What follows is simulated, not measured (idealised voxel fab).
Module name: voxel released beams (process module)
Section cut is 270 nm wide and gridded with 5 nm square cells.
A cross-section is a grid of square cells, given in bands from the top down. A band is one or more rows of cells.
Top, bottom (nm), then materials left to right with widths (nm); lone material tagged "edge to edge" fills the whole band edge to edge; "empty" = empty space.
Measure heights from 0. That's the level where, below it, the as-received wafer is all one material. The lowest band is bottomless and extends downward; write it as in "0..down".
Quick explanation for "30..40": the width changes in equal steps down the rows of cells, from the first number in the band's top row to the second number in its bottom row.
Take "no change" at face value: in the step it is given for, the cross-section changed in none of its cells.
So "Enclosed cavity list" is basically the list of trapped voids: any empty space of 8 cells or more that can't reach the top through an opening. They're written width x height at distance, the distance being from the left edge, and it's all nm.
Heads up: the bit after the settings on a step's line is the simulator's remark on that step.
overlay nm: how far to the right of its planned place the mask lay on this masked step (negative: to the left).

Planned step list for the process:
1 RECEIVE, material Si
2 CONFORMAL_DEP, material Al2O3, thk nm 5
3 DIRECTIONAL_DEP, material SiO2, thk nm 10
4 MASKED_ETCH, tone open, mask id ANCHOR, width nm 25, etch materials SiO2, depth nm 10, overlay nm 0
5 CONFORMAL_DEP, material W, thk nm 10
6 MASKED_ETCH, tone cover, mask id BEAM, width nm 105, etch materials W, depth nm 10, overlay nm 0
7 STRIP, etch materials SiO2

Cross-sectional view of the wafer in its as-received condition, corresponding to the state after step 1:
    0..down: Si edge to edge
    Enclosed cavity list: none

End-of-module cross-section. Starting structure and process plan as above; one mistake made in running it:
    25..15: empty 80 nm / W 15 nm / empty 5 nm / W 90 nm / empty 80 nm
    15..5: empty 85 nm / W 25 nm / empty 160 nm
    5..0: Al2O3 edge to edge
    0..down: Si edge to edge
    Enclosed cavity list: none
Heads up, the wafer didn't run the way we planned it: contrary to plan, step 6 was performed as MASKED_ETCH, tone cover, mask id BEAM, width nm 110, etch materials W, depth nm 10, overlay nm 0
